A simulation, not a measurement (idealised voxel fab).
The following is a process module called voxel trench capacitor.
Cross-sectional view cut (width: 255 nm; square cell size: 5 nm).
Cross-section layout: square cells on a grid; listed as bands, top to bottom; a band spans one or more cell rows. Per band: top height and bottom height in nm, followed by the left-to-right materials and their widths in nm; "edge to edge" marks a single material spanning edge to edge, "air" marks empty space. Note: height 0 marks the level under which the wafer is uniformly one material as received. Lowest band unbounded below, written "0..down". A two-number width, for instance "30..40", indicates that the width is equal to the first number in the top row of the band and to the second number in the bottom row, and that it changes by a constant amount per row of cells. Where a step carries "remains unaltered", the cross-section came out of it unchanged, cell for cell. You'll see "Sealed cavities" listing empty spaces that have no way open to the top, as long as they're 8 cells or more; the notation is width x height at distance, where the distance is from the left edge, and all of it is in nm. Post-settings text on a step line: simulator's own remark regarding the step. overlay nm: mask offset rightward from planned place, masked step; negative means leftward offset.
## This section lists the process steps that were planned
step 1: RECEIVE [material Si]
step 2: CONFORMAL_DEP [material SiN] [thk nm 10]
step 3: DIRECTIONAL_DEP [material aC] [thk nm 10]
step 4: PATTERN [tone open] [mask id TRENCH] [material resist] [width nm 30] [pitch nm 55] [thk nm 25] [overlay nm -15]
step 5: DIRECTIONAL_ETCH [etch materials aC] [depth nm 10]
step 6: STRIP [etch materials resist]
step 7: DIRECTIONAL_ETCH [etch materials SiN] [depth nm 10]
step 8: DIRECTIONAL_ETCH [etch materials Si] [depth nm 40]
step 9: STRIP [etch materials aC]
step 10: CONFORMAL_DEP [material Al2O3] [thk nm 5]
step 11: CONFORMAL_DEP [material TiN] [thk nm 5]
step 12: FILL_DEP [material W] [thk nm 5]
step 13: CMP [height nm 10]
Among the wafers covered here, the point of difference is the overlay nm at step 4; their starting state is shared, and the plan presents the value of the first wafer.
## Cross-section of the first of several wafers on receipt, reflecting completion of step 1
	0..down | Si edge to edge
	Sealed cavities: none
## Table: wafers, a row each; end-of-module cell change per material since receipt, gain (+), loss (-); then closed voids
overlay nm -15, +48 Al2O3, -96 Si, +78 SiN, +40 TiN, +32 W, Sealed cavities: none
overlay nm -10, +48 Al2O3, -96 Si, +78 SiN, +40 TiN, +32 W, Sealed cavities: none
overlay nm -5, +48 Al2O3, -96 Si, +78 SiN, +40 TiN, +32 W, Sealed cavities: none
overlay nm 0, +48 Al2O3, -96 Si, +78 SiN, +40 TiN, +32 W, Sealed cavities: none
overlay nm 5, +48 Al2O3, -96 Si, +78 SiN, +40 TiN, +32 W, Sealed cavities: none
overlay nm 10, +48 Al2O3, -96 Si, +78 SiN, +40 TiN, +32 W, Sealed cavities: none
overlay nm 15, +48 Al2O3, -96 Si, +78 SiN, +40 TiN, +32 W, Sealed cavities: none
